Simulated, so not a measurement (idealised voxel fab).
Herein follows the process module entitled voxel capacitor over wiring.
Xsec cut, 220 nm wide, square cell size 5 nm.
In this document a cross-section is written as a grid of square cells. It is given as a series of bands, listed from the top down, and a band is one or more rows of cells.
Band: top height; bottom height; in nm. Then, left to right: material with width in nm, for each material. "full width": a single material spanning edge to edge. "empty": empty space.
Convention: height 0 is the level below which the wafer, as received, is all one material. The lowest band does not terminate at the bottom but continues downward, represented as "z 0 and below".
So if you see something like "30..40" for the width, read it as the top row of the band sitting at the first number and the bottom row at the second, with every row in between moving by the same amount as the last.
"remained unchanged", as given for a step, is the statement that not any cell of the cross-section underwent a change during that step.
Look at "Sealed internal cavities" for the closed voids: empty spaces with no open path to the top, sized 8 cells or up. Each is width x height at distance, distance from the left edge, all nm.
Formally, on a step line, whatever follows the settings is a remark that the simulator itself makes on the step.
The optional step-line setting "overlay nm" applies to steps with a mask and quantifies how far to the right of its planned location the mask lay, a negative value indicating leftward placement.
**Set out below are the planned steps of the process**
1: RECEIVE [material Si]
2: CONFORMAL_DEP [material SiO2] [thk nm 10]
3: CONFORMAL_DEP [material SiN] [thk nm 5]
4: DIRECTIONAL_DEP [material SiO2] [thk nm 15]
5: PATTERN [tone open] [mask id METAL_1] [material resist] [width nm 20] [pitch nm 80] [thk nm 20] [overlay nm 0]
6: DIRECTIONAL_ETCH [etch materials SiO2] [depth nm 15]
7: DIRECTIONAL_ETCH [etch materials SiN] [depth nm 5]
8: STRIP [etch materials resist]
9: CONFORMAL_DEP [material TiN] [thk nm 5]
10: FILL_DEP [material Ru] [thk nm 10]
11: CMP [height nm 30]
12: EPI [material Ru] [thk nm 5]
13: FILL_DEP [material SiCN] [thk nm 5]
14: DIRECTIONAL_DEP [material lowk] [thk nm 20]
15: DIRECTIONAL_DEP [material aC] [thk nm 10]
16: PATTERN [tone open] [mask id PLUG_1] [material resist] [width nm 15] [thk nm 25] [overlay nm 0]
17: DIRECTIONAL_ETCH [etch materials aC] [depth nm 10]
18: STRIP [etch materials resist]
19: DIRECTIONAL_ETCH [etch materials lowk] [depth nm 20]
20: DIRECTIONAL_ETCH [etch materials SiCN] [depth nm 5]
21: STRIP [etch materials aC]
22: EPI [material Ru] [thk nm 10]
23: EPI [material Ru] [thk nm 10]
24: EPI [material Ru] [thk nm 5]
25: DIRECTIONAL_DEP [material TiN] [thk nm 5]
26: DIRECTIONAL_DEP [material Al2O3] [thk nm 5]
27: DIRECTIONAL_DEP [material TiN] [thk nm 5]
28: DIRECTIONAL_DEP [material aC] [thk nm 15]
29: PATTERN [tone cover] [mask id UPPER_PLATE] [material resist] [width nm 65] [thk nm 35] [overlay nm 0]
30: DIRECTIONAL_ETCH [etch materials aC] [depth nm 15]
31: STRIP [etch materials resist]
32: DIRECTIONAL_ETCH [etch materials TiN] [depth nm 5]
33: DIRECTIONAL_ETCH [etch materials Al2O3] [depth nm 5]
34: STRIP [etch materials aC]
35: DIRECTIONAL_DEP [material aC] [thk nm 15]
36: PATTERN [tone cover] [mask id LOWER_PLATE] [material resist] [width nm 75] [thk nm 35] [overlay nm 0]
37: DIRECTIONAL_ETCH [etch materials aC] [depth nm 15]
38: STRIP [etch materials resist]
39: DIRECTIONAL_ETCH [etch materials TiN] [depth nm 5]
40: STRIP [etch materials aC]
41: FILL_DEP [material SiO2] [thk nm 15]
42: CMP [height nm 85]
43: PATTERN [tone open] [mask id PLUG_2] [material resist] [width nm 15] [thk nm 15] [overlay nm 0]
44: DIRECTIONAL_ETCH [etch materials SiO2] [depth nm 10]
45: STRIP [etch materials resist]
46: CONFORMAL_DEP [material TiN] [thk nm 5]
47: FILL_DEP [material Cu] [thk nm 10]
48: CMP [height nm 85]
49: CONFORMAL_DEP [material SiN] [thk nm 5]
**The cross-section here shows the wafer as received, i.e. in its state after step 1**
  z 0 and below | Si full width
  Sealed internal cavities: none
**First of two wafers at the end of the module, shown in cross-section; run carried out as planned**
  z 90 to 85 | SiN full width
  z 85 to 80 | 75 SiO2; 5 TiN; 5 Cu; 5 TiN; 130 SiO2
  z 80 to 70 | 75..65 SiO2; 15..65 TiN; 130..90 SiO2
  z 70 to 65 | 65 SiO2; 65 Al2O3; 90 SiO2
  z 65 to 60 | 60 SiO2; 75 TiN; 85 SiO2
  z 60 to 40 | 65 lowk; 15 Ru; 140 lowk
  z 40 to 35 | 65 SiCN; 15 Ru; 140 SiCN
  z 35 to 30 | 55 SiCN; 30 Ru; 50 SiCN; 30 Ru; 55 SiCN
  z 30 to 15 | 60 SiO2; 5 TiN; 10 Ru; 5 TiN; 60 SiO2; 5 TiN; 10 Ru; 5 TiN; 60 SiO2
  z 15 to 10 | 60 SiN; 20 TiN; 60 SiN; 20 TiN; 60 SiN
  z 10 to 0 | SiO2 full width
  z 0 and below | Si full width
  Sealed internal cavities: none
**second wafer at the end: like start, like plan, one mistake**
  z 90 to 85 | SiN full width
  z 85 to 80 | 65 SiO2; 25 TiN; 130 SiO2
  z 80 to 75 | 65 SiO2; 25 Al2O3; 130 SiO2
  z 75 to 70 | 60 SiO2; 70 TiN; 90 SiO2
  z 70 to 65 | 55 SiO2; 35 Ru; 40 Al2O3; 90 SiO2
  z 65 to 60 | 55 SiO2; 35 Ru; 45 TiN; 85 SiO2
  z 60 to 40 | 65 lowk; 15 Ru; 140 lowk
  z 40 to 35 | 65 SiCN; 15 Ru; 140 SiCN
  z 35 to 30 | 55 SiCN; 30 Ru; 50 SiCN; 30 Ru; 55 SiCN
  z 30 to 15 | 60 SiO2; 5 TiN; 10 Ru; 5 TiN; 60 SiO2; 5 TiN; 10 Ru; 5 TiN; 60 SiO2
  z 15 to 10 | 60 SiN; 20 TiN; 60 SiN; 20 TiN; 60 SiN
  z 10 to 0 | SiO2 full width
  z 0 and below | Si full width
  Sealed internal cavities: none
Heads up, the wafer didn't run the way we planned it: it cannot be told which of the identical steps 22 and 23 was the one run twice
Final difference in cells, second wafer against first, listed per material as more or fewer: Cu -1, Ru +14, SiO2 -8, TiN -5
